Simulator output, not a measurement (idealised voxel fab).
process module | voxel ribs on slabs
cross-section cut | 240 nm wide | cells 5 nm
A cross-section is a grid of square cells, given in bands from the top down. A band is one or more rows of cells.
Each band's line starts with the height of the band's top and of its bottom, in nm. Then come its materials from left to right, each with its width in nm. One material with "throughout" fills the band from edge to edge. "air" is empty space.
Height 0 is the level under which the wafer as received is all one material. The lowest band goes on downwards, as in "0 down".
A width such as "30 to 40" changes by the same amount from each row of cells to the next, from the band's top row to its bottom row.
"no change" after a step means that no cell of the cross-section changed.
closed voids: empty space of 8 cells or more with no open way to the top, each as width x height at its distance from the left edge, in nm
after a step's settings: what the simulator itself notes on the step
overlay nm, on a step with a mask: how far to the right of its planned place the mask lay; to the left if negative
Each pair below shows a cross-section before one step and the cross-section after it, down to the lowest band that changed. The line under each pair gives the step between them, with its settings. The pairs can come from different runs of this module on the same starting wafer, so a pair continues from the pair above only where its "before" says so.
before
  0 down: Si throughout
  closed voids: none
after
  25 to 0: SiO2 throughout
  below 0: unchanged
  closed voids: none
the step between: op DIRECTIONAL_DEP | material SiO2 | thk nm 25
before: the cross-section after the pair above
after
  45 to 25: polySi throughout
  below 25: unchanged
  closed voids: none
the step between: op DIRECTIONAL_DEP | material polySi | thk nm 20
before: the cross-section after the pair above
after
  60 to 45: air 105 | resist 25 | air 110
  below 45: unchanged
  closed voids: none
the step between: op PATTERN | tone cover | mask id RIB | material resist | width nm 25 | thk nm 15 | overlay nm 0
before: the cross-section after the pair above
after
  60 to 45: air 105 | resist 25 | air 110
  45 to 40: air 105 | polySi 25 | air 110
  below 40: unchanged
  closed voids: none
the step between: op DIRECTIONAL_ETCH | etch materials polySi | depth nm 5
before: the cross-section after the pair above
after
  45 to 40: air 105 | polySi 25 | air 110
  below 40: unchanged
  closed voids: none
the step between: op STRIP | etch materials resist
before: the cross-section after the pair above
after
  65 to 45: air 80 | resist 75 | air 85
  45 to 40: air 80 | resist 25 | polySi 25 | resist 25 | air 85
  below 40: unchanged
  closed voids: none
the step between: op PATTERN | tone cover | mask id SLAB | material resist | width nm 75 | thk nm 20 | overlay nm 0
before: the cross-section after the pair above
after
  65 to 45: air 80 | resist 75 | air 85
  45 to 40: air 80 | resist 25 | polySi 25 | resist 25 | air 85
  40 to 25: air 80 | polySi 75 | air 85
  below 25: unchanged
  closed voids: none
the step between: op DIRECTIONAL_ETCH | etch materials polySi | depth nm 15
before: the cross-section after the pair above
after
  45 to 40: air 105 | polySi 25 | air 110
  below 40: unchanged
  closed voids: none
the step between: op STRIP | etch materials resist
before: the cross-section after the pair above
after
  70 to 45: SiO2 throughout
  45 to 40: SiO2 105 | polySi 25 | SiO2 110
  40 to 25: SiO2 80 | polySi 75 | SiO2 85
  below 25: unchanged
  closed voids: none
the step between: op FILL_DEP | material SiO2 | thk nm 25
before: the cross-section after the pair above
after
  65 to 45: SiO2 throughout
  below 45: unchanged
  closed voids: none
the step between: op CMP | height nm 65
before: the cross-section after the pair above
after
  75 to 65: TiN throughout
  below 65: unchanged
  closed voids: none
the step between: op DIRECTIONAL_DEP | material TiN | thk nm 10
before: the cross-section after the pair above
after
  75 to 65: air 100 | TiN 35 | air 105
  below 65: unchanged
  closed voids: none
the step between: op MASKED_ETCH | tone cover | mask id HEATER | width nm 35 | etch materials TiN | depth nm 10 | overlay nm 0
before: the cross-section after the pair above
after
  80 to 75: air 95 | SiO2 45 | air 100
  75 to 70: air 95 | SiO2 5 | TiN 35 | SiO2 5 | air 100
  70 to 65: SiO2 100 | TiN 35 | SiO2 105
  below 65: unchanged
  closed voids: none
the step between: op CONFORMAL_DEP | material SiO2 | thk nm 5
before
  45 to 25: polySi throughout
  25 to 0: SiO2 throughout
  0 down: Si throughout
  closed voids: none
after
  65 to 25: polySi throughout
  below 25: unchanged
  closed voids: none
the step between: op DIRECTIONAL_DEP | material polySi | thk nm 20
before: the cross-section after the pair above
after
  80 to 65: air 105 | resist 25 | air 110
  below 65: unchanged
  closed voids: none
the step between: op PATTERN | tone cover | mask id RIB | material resist | width nm 25 | thk nm 15 | overlay nm 0
before: the cross-section after the pair above
after
  80 to 65: air 105 | resist 25 | air 110
  65 to 60: air 105 | polySi 25 | air 110
  below 60: unchanged
  closed voids: none
the step between: op DIRECTIONAL_ETCH | etch materials polySi | depth nm 5
before: the cross-section after the pair above
after
  65 to 60: air 105 | polySi 25 | air 110
  below 60: unchanged
  closed voids: none
the step between: op STRIP | etch materials resist
before: the cross-section after the pair above
after
  85 to 65: air 80 | resist 75 | air 85
  65 to 60: air 80 | resist 25 | polySi 25 | resist 25 | air 85
  below 60: unchanged
  closed voids: none
the step between: op PATTERN | tone cover | mask id SLAB | material resist | width nm 75 | thk nm 20 | overlay nm 0
before: the cross-section after the pair above
after
  85 to 65: air 80 | resist 75 | air 85
  65 to 60: air 80 | resist 25 | polySi 25 | resist 25 | air 85
  60 to 45: air 80 | polySi 75 | air 85
  below 45: unchanged
  closed voids: none
the step between: op DIRECTIONAL_ETCH | etch materials polySi | depth nm 15
before: the cross-section after the pair above
after
  65 to 60: air 105 | polySi 25 | air 110
  below 60: unchanged
  closed voids: none
the step between: op STRIP | etch materials resist
before: the cross-section after the pair above
after
  90 to 65: SiO2 throughout
  65 to 60: SiO2 105 | polySi 25 | SiO2 110
  60 to 45: SiO2 80 | polySi 75 | SiO2 85
  below 45: unchanged
  closed voids: none
the step between: op FILL_DEP | material SiO2 | thk nm 25
before: the cross-section after the pair above
after
  65 to 60: SiO2 105 | polySi 25 | SiO2 110
  below 60: unchanged
  closed voids: none
the step between: op CMP | height nm 65
before: the cross-section after the pair above
after
  75 to 65: TiN throughout
  below 65: unchanged
  closed voids: none
the step between: op DIRECTIONAL_DEP | material TiN | thk nm 10
before: the cross-section after the pair above
after
  75 to 65: air 100 | TiN 35 | air 105
  below 65: unchanged
  closed voids: none
the step between: op MASKED_ETCH | tone cover | mask id HEATER | width nm 35 | etch materials TiN | depth nm 10 | overlay nm 0
before: the cross-section after the pair above
after
  80 to 75: air 95 | SiO2 45 | air 100
  75 to 70: air 95 | SiO2 5 | TiN 35 | SiO2 5 | air 100
  70 to 65: SiO2 100 | TiN 35 | SiO2 105
  below 65: unchanged
  closed voids: none
the step between: op CONFORMAL_DEP | material SiO2 | thk nm 5
before
  0 down: Si throughout
  closed voids: none
after
  20 to 0: polySi throughout
  below 0: unchanged
  closed voids: none
the step between: op DIRECTIONAL_DEP | material polySi | thk nm 20
before: the cross-section after the pair above
after
  45 to 20: SiO2 throughout
  below 20: unchanged
  closed voids: none
the step between: op DIRECTIONAL_DEP | material SiO2 | thk nm 25
before: the cross-section after the pair above
after
  60 to 45: air 105 | resist 25 | air 110
  below 45: unchanged
  closed voids: none
the step between: op PATTERN | tone cover | mask id RIB | material resist | width nm 25 | thk nm 15 | overlay nm 0
before: the cross-section after the pair above
after
  45 to 20: SiO2 throughout
  below 20: unchanged
  closed voids: none
the step between: op STRIP | etch materials resist
before: the cross-section after the pair above
after
  65 to 45: air 80 | resist 75 | air 85
  below 45: unchanged
  closed voids: none
the step between: op PATTERN | tone cover | mask id SLAB | material resist | width nm 75 | thk nm 20 | overlay nm 0
before: the cross-section after the pair above
after
  45 to 20: SiO2 throughout
  below 20: unchanged
  closed voids: none
the step between: op STRIP | etch materials resist
before: the cross-section after the pair above
after
  70 to 20: SiO2 throughout
  below 20: unchanged
  closed voids: none
the step between: op FILL_DEP | material SiO2 | thk nm 25
before: the cross-section after the pair above
after
  65 to 20: SiO2 throughout
  below 20: unchanged
  closed voids: none
the step between: op CMP | height nm 65
before: the cross-section after the pair above
after
  75 to 65: TiN throughout
  below 65: unchanged
  closed voids: none
the step between: op DIRECTIONAL_DEP | material TiN | thk nm 10
before: the cross-section after the pair above
after
  75 to 65: air 100 | TiN 35 | air 105
  below 65: unchanged
  closed voids: none
the step between: op MASKED_ETCH | tone cover | mask id HEATER | width nm 35 | etch materials TiN | depth nm 10 | overlay nm 0
before: the cross-section after the pair above
after
  80 to 75: air 95 | SiO2 45 | air 100
  75 to 70: air 95 | SiO2 5 | TiN 35 | SiO2 5 | air 100
  70 to 65: SiO2 100 | TiN 35 | SiO2 105
  below 65: unchanged
  closed voids: none
the step between: op CONFORMAL_DEP | material SiO2 | thk nm 5
before
  75 to 65: air 100 | TiN 35 | air 105
  65 to 45: SiO2 throughout
  45 to 40: SiO2 105 | polySi 25 | SiO2 110
  40 to 25: SiO2 80 | polySi 75 | SiO2 85
  25 to 0: SiO2 throughout
  0 down: Si throughout
  closed voids: none
after
  90 to 80: air 85 | SiO2 65 | air 90
  80 to 75: SiO2 throughout
  75 to 65: SiO2 100 | TiN 35 | SiO2 105
  below 65: unchanged
  closed voids: none
the step between: op CONFORMAL_DEP | material SiO2 | thk nm 15
before
  45 to 40: air 105 | polySi 25 | air 110
  40 to 25: polySi throughout
  25 to 0: SiO2 throughout
  0 down: Si throughout
  closed voids: none
after
  65 to 45: air 85 | resist 70 | air 85
  45 to 40: air 85 | resist 20 | polySi 25 | resist 25 | air 85
  below 40: unchanged
  closed voids: none
the step between: op PATTERN | tone cover | mask id SLAB | material resist | width nm 70 | thk nm 20 | overlay nm 0
before: the cross-section after the pair above
after
  65 to 45: air 85 | resist 70 | air 85
  45 to 40: air 85 | resist 20 | polySi 25 | resist 25 | air 85
  40 to 25: air 85 | polySi 70 | air 85
  below 25: unchanged
  closed voids: none
the step between: op DIRECTIONAL_ETCH | etch materials polySi | depth nm 15
before: the cross-section after the pair above
after
  45 to 40: air 105 | polySi 25 | air 110
  below 40: unchanged
  closed voids: none
the step between: op STRIP | etch materials resist
before: the cross-section after the pair above
after
  70 to 45: SiO2 throughout
  45 to 40: SiO2 105 | polySi 25 | SiO2 110
  40 to 25: SiO2 85 | polySi 70 | SiO2 85
  below 25: unchanged
  closed voids: none
the step between: op FILL_DEP | material SiO2 | thk nm 25
before: the cross-section after the pair above
after
  65 to 45: SiO2 throughout
  below 45: unchanged
  closed voids: none
the step between: op CMP | height nm 65
before: the cross-section after the pair above
after
  75 to 65: TiN throughout
  below 65: unchanged
  closed voids: none
the step between: op DIRECTIONAL_DEP | material TiN | thk nm 10
before: the cross-section after the pair above
after
  75 to 65: air 100 | TiN 35 | air 105
  below 65: unchanged
  closed voids: none
the step between: op MASKED_ETCH | tone cover | mask id HEATER | width nm 35 | etch materials TiN | depth nm 10 | overlay nm 0
before: the cross-section after the pair above
after
  80 to 75: air 95 | SiO2 45 | air 100
  75 to 70: air 95 | SiO2 5 | TiN 35 | SiO2 5 | air 100
  70 to 65: SiO2 100 | TiN 35 | SiO2 105
  below 65: unchanged
  closed voids: none
the step between: op CONFORMAL_DEP | material SiO2 | thk nm 5
before
  75 to 65: TiN throughout
  65 to 45: SiO2 throughout
  45 to 40: SiO2 105 | polySi 25 | SiO2 110
  40 to 25: SiO2 80 | polySi 75 | SiO2 85
  25 to 0: SiO2 throughout
  0 down: Si throughout
  closed voids: none
after
  75 to 65: air 110 | TiN 35 | air 95
  below 65: unchanged
  closed voids: none
the step between: op MASKED_ETCH | tone cover | mask id HEATER | width nm 35 | etch materials TiN | depth nm 10 | overlay nm 10
before: the cross-section after the pair above
after
  80 to 75: air 105 | SiO2 45 | air 90
  75 to 70: air 105 | SiO2 5 | TiN 35 | SiO2 5 | air 90
  70 to 65: SiO2 110 | TiN 35 | SiO2 95
  below 65: unchanged
  closed voids: none
the step between: op CONFORMAL_DEP | material SiO2 | thk nm 5
before
  65 to 45: SiO2 throughout
  45 to 40: SiO2 105 | polySi 25 | SiO2 110
  40 to 25: SiO2 80 | polySi 75 | SiO2 85
  25 to 0: SiO2 throughout
  0 down: Si throughout
  closed voids: none
after
  75 to 65: polySi throughout
  below 65: unchanged
  closed voids: none
the step between: op DIRECTIONAL_DEP | material polySi | thk nm 10
before: the cross-section after the pair above
after
  80 to 75: SiO2 throughout
  below 75: unchanged
  closed voids: none
the step between: op CONFORMAL_DEP | material SiO2 | thk nm 5
before
  45 to 40: air 105 | polySi 25 | air 110
  40 to 25: polySi throughout
  25 to 0: SiO2 throughout
  0 down: Si throughout
  closed voids: none
after
  65 to 45: resist 80 | air 75 | resist 85
  45 to 40: resist 80 | air 25 | polySi 25 | air 25 | resist 85
  below 40: unchanged
  closed voids: none
the step between: op PATTERN | tone open | mask id SLAB | material resist | width nm 75 | thk nm 20 | overlay nm 0
before: the cross-section after the pair above
after
  65 to 40: resist 80 | air 75 | resist 85
  40 to 30: polySi 80 | air 75 | polySi 85
  30 to 25: polySi 80 | air 25 | polySi 25 | air 25 | polySi 85
  below 25: unchanged
  closed voids: none
the step between: op DIRECTIONAL_ETCH | etch materials polySi | depth nm 15
before: the cross-section after the pair above
after
  40 to 30: polySi 80 | air 75 | polySi 85
  below 30: unchanged
  closed voids: none
the step between: op STRIP | etch materials resist
before: the cross-section after the pair above
after
  65 to 40: SiO2 throughout
  40 to 30: polySi 80 | SiO2 75 | polySi 85
  30 to 25: polySi 80 | SiO2 25 | polySi 25 | SiO2 25 | polySi 85
  below 25: unchanged
  closed voids: none
the step between: op FILL_DEP | material SiO2 | thk nm 25
before: the cross-section after the pair above
after
  75 to 65: TiN throughout
  below 65: unchanged
  closed voids: none
the step between: op DIRECTIONAL_DEP | material TiN | thk nm 10
before: the cross-section after the pair above
after
  75 to 65: air 100 | TiN 35 | air 105
  below 65: unchanged
  closed voids: none
the step between: op MASKED_ETCH | tone cover | mask id HEATER | width nm 35 | etch materials TiN | depth nm 10 | overlay nm 0
before: the cross-section after the pair above
after
  80 to 75: air 95 | SiO2 45 | air 100
  75 to 70: air 95 | SiO2 5 | TiN 35 | SiO2 5 | air 100
  70 to 65: SiO2 100 | TiN 35 | SiO2 105
  below 65: unchanged
  closed voids: none
the step between: op CONFORMAL_DEP | material SiO2 | thk nm 5
